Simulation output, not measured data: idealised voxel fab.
The process module presented herein is designated voxel self aligned vias.
The cross-section on display is named cut; it measures 225 nm wide, and its cells are 5 nm squares.
Throughout this document, each cross-section is represented as a grid of square cells and is presented as a sequence of bands enumerated from the top downward, where a band comprises one or more rows of cells.
Basically the band line says how high the top is and how high the bottom is, in nm, and then what's in it from left to right, every material with its width in nm. Empty space shows up as "blank", and if a single material carries "full width" it runs the full band edge to edge.
Height datum 0, below which the as-received substrate wafer is one material. Lowest band open at the bottom, running downward: "0 and below".
When a width is written as two numbers, as in "30->40", the first number is the width in the top row of cells of the band and the second is the width in its bottom row, and the width changes by the same amount from each row to the next.
"no alteration", as given for a step, is the statement that not any cell of the cross-section underwent a change during that step.
Entry "Cavities, sealed" = empty spaces >= 8 cells with no open way to the top; each as width x height at distance, distance from left edge, all nm.
Read whatever lies past the settings on a step's line as the simulator's own remark about the step.
The setting "overlay nm" may be written on the line of a step. When the step uses a mask, the value reports how far to the right of the planned place the mask lay, and a negative value reports that it lay to the left.

[Set out below are the planned steps of the process]
- 1: RECEIVE with material Si
- 2: CONFORMAL_DEP with material SiO2, thk nm 10
- 3: CONFORMAL_DEP with material SiCN, thk nm 5
- 4: DIRECTIONAL_DEP with material lowk, thk nm 20
- 5: DIRECTIONAL_DEP with material aC, thk nm 10
- 6: PATTERN with tone open, mask id LINES, material resist, width nm 20, pitch nm 55, thk nm 25, overlay nm 0
- 7: DIRECTIONAL_ETCH with etch materials aC, depth nm 10
- 8: STRIP with etch materials resist
- 9: DIRECTIONAL_ETCH with etch materials lowk, depth nm 20
- 10: STRIP with etch materials aC
- 11: CONFORMAL_DEP with material TiN, thk nm 5
- 12: FILL_DEP with material Ru, thk nm 10
- 13: CMP with height nm 35
- 14: SELECTIVE_ETCH with etch materials W Ru TiN, depth nm 5
- 15: FILL_DEP with material SiN, thk nm 10
- 16: CMP with height nm 35
- 17: DIRECTIONAL_DEP with material lowk, thk nm 15
- 18: DIRECTIONAL_DEP with material aC, thk nm 10
- 19: PATTERN with tone open, mask id VIAS, material resist, width nm 40, pitch nm 110, thk nm 25, overlay nm 0
- 20: DIRECTIONAL_ETCH with etch materials aC, depth nm 10
- 21: STRIP with etch materials resist
- 22: DIRECTIONAL_ETCH with etch materials lowk, depth nm 15
- 23: DIRECTIONAL_ETCH with etch materials SiN, depth nm 5
- 24: STRIP with etch materials aC
- 25: CONFORMAL_DEP with material TiN, thk nm 5
- 26: FILL_DEP with material Ru, thk nm 10
- 27: CMP with height nm 50
- 28: CONFORMAL_DEP with material SiCN, thk nm 5

[As-received state of the wafer in cross-section, equivalent to post-step 1]
    0 and below = Si full width
    Cavities, sealed: none

[Post-module cross-section: identical start and plan to those above, one misstep in execution]
    55 down to 50 = SiCN full width
    50 down to 40 = lowk: 35 / TiN: 5 / Ru: 30 / TiN: 5 / lowk: 70 / TiN: 5 / Ru: 30 / TiN: 5 / lowk: 40
    40 down to 35 = lowk: 35 / TiN: 10 / Ru: 10 / TiN: 20 / lowk: 70 / TiN: 10 / Ru: 10 / TiN: 20 / lowk: 40
    35 down to 30 = lowk: 40 / TiN: 20 / lowk: 35 / SiN: 20 / lowk: 35 / TiN: 20 / lowk: 55
    30 down to 20 = lowk: 40 / TiN: 5 / Ru: 10 / TiN: 5 / lowk: 35 / TiN: 5 / Ru: 10 / TiN: 5 / lowk: 35 / TiN: 5 / Ru: 10 / TiN: 5 / lowk: 55
    20 down to 15 = lowk: 40 / TiN: 20 / lowk: 35 / TiN: 20 / lowk: 35 / TiN: 20 / lowk: 55
    15 down to 10 = SiCN full width
    10 down to 0 = SiO2 full width
    0 and below = Si full width
    Cavities, sealed: none
Want to know what went wrong? step 6 ran differently from the plan; actual operation with settings: PATTERN with tone open, mask id LINES, material resist, width nm 20, pitch nm 55, thk nm 25, overlay nm -5
